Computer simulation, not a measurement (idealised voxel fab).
This section sets out a process module, namely voxel self aligned contacts.
Shown is cross-section cut, with a width of 195 nm and square cells of size 5 nm.
In this document a cross-section is written as a grid of square cells. It is given as a series of bands, listed from the top down, and a band is one or more rows of cells. A band entry consists of two parts. The first gives the height of the band's top and the height of its bottom, in nm. The rest lists the band's materials from left to right, each with its width in nm. A single material labelled with the word "edge to edge" fills the band from edge to edge, and the word "air" marks empty space. For the purposes of this specification, 0 denotes the height below which the wafer in its as-received condition is composed wholly of one material, and the lowermost band, lacking a lower limit, extends downward without end, as expressed in "0 -> down". You'd read "30 to 40" like this: the band's top row of cells is as wide as the first number, its bottom row is as wide as the second, and going down, every row changes width by the same amount as the row before did. A step reported as "left unchanged" is a step in which no cell of the cross-section changed. Look at "Enclosed void listing" for the closed voids: empty spaces with no open path to the top, sized 8 cells or up. Each is width x height at distance, distance from the left edge, all nm. On a step's line, text after the settings is the simulator commenting on that step. overlay nm: how far to the right of its planned place the mask lay on this masked step (negative: to the left).
The planned process steps are enumerated hereunder:
| 1 | RECEIVE | material Si |
| 2 | CONFORMAL_DEP | material SiO2 | thk nm 5 |
| 3 | DIRECTIONAL_DEP | material polySi | thk nm 20 |
| 4 | DIRECTIONAL_DEP | material SiN | thk nm 15 |
| 5 | PATTERN | tone cover | mask id GATE | material resist | width nm 30 | pitch nm 65 | thk nm 15 | overlay nm 0 |
| 6 | DIRECTIONAL_ETCH | etch materials SiN | depth nm 15 |
| 7 | DIRECTIONAL_ETCH | etch materials polySi | depth nm 20 |
| 8 | STRIP | etch materials resist |
| 9 | CONFORMAL_DEP | material SiN | thk nm 5 |
| 10 | DIRECTIONAL_ETCH | etch materials SiN | depth nm 5 |
| 11 | FILL_DEP | material SiO2 | thk nm 15 |
| 12 | CMP | height nm 50 |
| 13 | PATTERN | tone open | mask id CONTACT | material resist | width nm 45 | thk nm 20 | overlay nm 0 |
| 14 | DIRECTIONAL_ETCH | etch materials SiO2 | depth nm 50 |
| 15 | STRIP | etch materials resist |
| 16 | CONFORMAL_DEP | material TiN | thk nm 5 |
| 17 | FILL_DEP | material Ru | thk nm 5 |
| 18 | CMP | height nm 50 |
| 19 | CONFORMAL_DEP | material SiCN | thk nm 5 |
Of two wafers, the first: run according to plan:
As-received wafer cross-section (after step 1):
	0 -> down | Si edge to edge
	Enclosed void listing: none
Wafer xsec, post step 2:
	5 -> 0 | SiO2 edge to edge
	Below 0, the layers are the same as they were.
Wafer xsec, post step 3:
	25 -> 5 | polySi edge to edge
	Below 5, the layers are the same as they were.
Wafer xsec, post step 4:
	40 -> 25 | SiN edge to edge
	Below 25, the layers are the same as they were.
Wafer xsec, post step 5:
	55 -> 40 | 50 nm air / 30 nm resist / 35 nm air / 30 nm resist / 50 nm air
	Below 40, the layers are the same as they were.
Wafer xsec, post step 6:
	55 -> 40 | 50 nm air / 30 nm resist / 35 nm air / 30 nm resist / 50 nm air
	40 -> 25 | 50 nm air / 30 nm SiN / 35 nm air / 30 nm SiN / 50 nm air
	Below 25, the layers are the same as they were.
Wafer xsec, post step 7:
	55 -> 40 | 50 nm air / 30 nm resist / 35 nm air / 30 nm resist / 50 nm air
	40 -> 25 | 50 nm air / 30 nm SiN / 35 nm air / 30 nm SiN / 50 nm air
	25 -> 5 | 50 nm air / 30 nm polySi / 35 nm air / 30 nm polySi / 50 nm air
	Below 5, the layers are the same as they were.
Wafer xsec, post step 8:
	40 -> 25 | 50 nm air / 30 nm SiN / 35 nm air / 30 nm SiN / 50 nm air
	Below 25, the layers are the same as they were.
Wafer xsec, post step 9:
	45 -> 25 | 45 nm air / 40 nm SiN / 25 nm air / 40 nm SiN / 45 nm air
	25 -> 10 | 45 nm air / 5 nm SiN / 30 nm polySi / 5 nm SiN / 25 nm air / 5 nm SiN / 30 nm polySi / 5 nm SiN / 45 nm air
	10 -> 5 | 50 nm SiN / 30 nm polySi / 35 nm SiN / 30 nm polySi / 50 nm SiN
	Below 5, the layers are the same as they were.
Wafer xsec, post step 10:
	40 -> 25 | 45 nm air / 40 nm SiN / 25 nm air / 40 nm SiN / 45 nm air
	25 -> 5 | 45 nm air / 5 nm SiN / 30 nm polySi / 5 nm SiN / 25 nm air / 5 nm SiN / 30 nm polySi / 5 nm SiN / 45 nm air
	Below 5, the layers are the same as they were.
Wafer xsec, post step 11:
	55 -> 40 | SiO2 edge to edge
	40 -> 25 | 45 nm SiO2 / 40 nm SiN / 25 nm SiO2 / 40 nm SiN / 45 nm SiO2
	25 -> 5 | 45 nm SiO2 / 5 nm SiN / 30 nm polySi / 5 nm SiN / 25 nm SiO2 / 5 nm SiN / 30 nm polySi / 5 nm SiN / 45 nm SiO2
	Below 5, the layers are the same as they were.
Wafer xsec, post step 12:
	50 -> 40 | SiO2 edge to edge
	Below 40, the layers are the same as they were.
Wafer xsec, post step 13:
	70 -> 50 | 75 nm resist / 45 nm air / 75 nm resist
	Below 50, the layers are the same as they were.
Wafer xsec, post step 14:
	70 -> 50 | 75 nm resist / 45 nm air / 75 nm resist
	50 -> 40 | 75 nm SiO2 / 45 nm air / 75 nm SiO2
	40 -> 25 | 45 nm SiO2 / 40 nm SiN / 25 nm air / 40 nm SiN / 45 nm SiO2
	25 -> 5 | 45 nm SiO2 / 5 nm SiN / 30 nm polySi / 5 nm SiN / 25 nm air / 5 nm SiN / 30 nm polySi / 5 nm SiN / 45 nm SiO2
	5 -> 0 | 85 nm SiO2 / 25 nm air / 85 nm SiO2
	Below 0, the layers are the same as they were.
Wafer xsec, post step 15:
	50 -> 40 | 75 nm SiO2 / 45 nm air / 75 nm SiO2
	Below 40, the layers are the same as they were.
Wafer xsec, post step 16:
	55 -> 50 | 80 nm TiN / 35 nm air / 80 nm TiN
	50 -> 40 | 75 nm SiO2 / 5 to 15 nm TiN / 35 to 15 nm air / 5 to 15 nm TiN / 75 nm SiO2
	40 -> 25 | 45 nm SiO2 / 40 nm SiN / 5 nm TiN / 15 nm air / 5 nm TiN / 40 nm SiN / 45 nm SiO2
	25 -> 5 | 45 nm SiO2 / 5 nm SiN / 30 nm polySi / 5 nm SiN / 5 nm TiN / 15 nm air / 5 nm TiN / 5 nm SiN / 30 nm polySi / 5 nm SiN / 45 nm SiO2
	5 -> 0 | 85 nm SiO2 / 25 nm TiN / 85 nm SiO2
	Below 0, the layers are the same as they were.
Wafer xsec, post step 17:
	60 -> 55 | Ru edge to edge
	55 -> 50 | 80 nm TiN / 35 nm Ru / 80 nm TiN
	50 -> 40 | 75 nm SiO2 / 5 to 15 nm TiN / 35 to 15 nm Ru / 5 to 15 nm TiN / 75 nm SiO2
	40 -> 25 | 45 nm SiO2 / 40 nm SiN / 5 nm TiN / 15 nm Ru / 5 nm TiN / 40 nm SiN / 45 nm SiO2
	25 -> 5 | 45 nm SiO2 / 5 nm SiN / 30 nm polySi / 5 nm SiN / 5 nm TiN / 15 nm Ru / 5 nm TiN / 5 nm SiN / 30 nm polySi / 5 nm SiN / 45 nm SiO2
	Below 5, the layers are the same as they were.
Wafer xsec, post step 18:
	50 -> 40 | 75 nm SiO2 / 5 to 15 nm TiN / 35 to 15 nm Ru / 5 to 15 nm TiN / 75 nm SiO2
	Below 40, the layers are the same as they were.
Wafer xsec, post step 19:
	55 -> 50 | SiCN edge to edge
	Below 50, the layers are the same as they were.
Second wafer: same start and same plan as the first, one execution error; identical to the first through step 3:
Second wafer at the planned finish of step 4, seen in cross-section:
	55 -> 25 | SiN edge to edge
	Below 25, the layers are the same as they were.
Second wafer at the planned finish of step 5, seen in cross-section:
	70 -> 55 | 50 nm air / 30 nm resist / 35 nm air / 30 nm resist / 50 nm air
	Below 55, the layers are the same as they were.
Second wafer at the planned finish of step 6, seen in cross-section:
	70 -> 55 | 50 nm air / 30 nm resist / 35 nm air / 30 nm resist / 50 nm air
	55 -> 40 | 50 nm air / 30 nm SiN / 35 nm air / 30 nm SiN / 50 nm air
	Below 40, the layers are the same as they were.
Second wafer at the planned finish of step 7, seen in cross-section: left unchanged
Second wafer at the planned finish of step 8, seen in cross-section:
	55 -> 40 | 50 nm air / 30 nm SiN / 35 nm air / 30 nm SiN / 50 nm air
	Below 40, the layers are the same as they were.
Second wafer at the planned finish of step 9, seen in cross-section:
	60 -> 45 | 45 nm air / 40 nm SiN / 25 nm air / 40 nm SiN / 45 nm air
	45 -> 25 | SiN edge to edge
	Below 25, the layers are the same as they were.
Second wafer at the planned finish of step 10, seen in cross-section:
	55 -> 40 | 45 nm air / 40 nm SiN / 25 nm air / 40 nm SiN / 45 nm air
	Below 40, the layers are the same as they were.
Second wafer at the planned finish of step 11, seen in cross-section:
	70 -> 55 | SiO2 edge to edge
	55 -> 40 | 45 nm SiO2 / 40 nm SiN / 25 nm SiO2 / 40 nm SiN / 45 nm SiO2
	Below 40, the layers are the same as they were.
Second wafer at the planned finish of step 12, seen in cross-section:
	50 -> 40 | 45 nm SiO2 / 40 nm SiN / 25 nm SiO2 / 40 nm SiN / 45 nm SiO2
	Below 40, the layers are the same as they were.
Second wafer at the planned finish of step 13, seen in cross-section:
	70 -> 50 | 75 nm resist / 45 nm air / 75 nm resist
	Below 50, the layers are the same as they were.
Second wafer at the planned finish of step 14, seen in cross-section:
	70 -> 50 | 75 nm resist / 45 nm air / 75 nm resist
	50 -> 40 | 45 nm SiO2 / 40 nm SiN / 25 nm air / 40 nm SiN / 45 nm SiO2
	Below 40, the layers are the same as they were.
Second wafer at the planned finish of step 15, seen in cross-section:
	50 -> 40 | 45 nm SiO2 / 40 nm SiN / 25 nm air / 40 nm SiN / 45 nm SiO2
	Below 40, the layers are the same as they were.
Second wafer at the planned finish of step 16, seen in cross-section:
	55 -> 50 | 90 nm TiN / 15 nm air / 90 nm TiN
	50 -> 45 | 45 nm SiO2 / 40 nm SiN / 5 nm TiN / 15 nm air / 5 nm TiN / 40 nm SiN / 45 nm SiO2
	45 -> 40 | 45 nm SiO2 / 40 nm SiN / 25 nm TiN / 40 nm SiN / 45 nm SiO2
	Below 40, the layers are the same as they were.
Second wafer at the planned finish of step 17, seen in cross-section:
	60 -> 55 | Ru edge to edge
	55 -> 50 | 90 nm TiN / 15 nm Ru / 90 nm TiN
	50 -> 45 | 45 nm SiO2 / 40 nm SiN / 5 nm TiN / 15 nm Ru / 5 nm TiN / 40 nm SiN / 45 nm SiO2
	Below 45, the layers are the same as they were.
Second wafer at the planned finish of step 18, seen in cross-section:
	50 -> 45 | 45 nm SiO2 / 40 nm SiN / 5 nm TiN / 15 nm Ru / 5 nm TiN / 40 nm SiN / 45 nm SiO2
	Below 45, the layers are the same as they were.
Second wafer at the planned finish of step 19, seen in cross-section:
	55 -> 50 | SiCN edge to edge
	Below 50, the layers are the same as they were.
Deviation noted in wafer processing: regarding the plan, step 4 was run twice
Final difference in cells, second wafer against first, listed per material as more or fewer: -28 Ru; +85 SiN; -145 SiO2; -20 TiN; +108 polySi
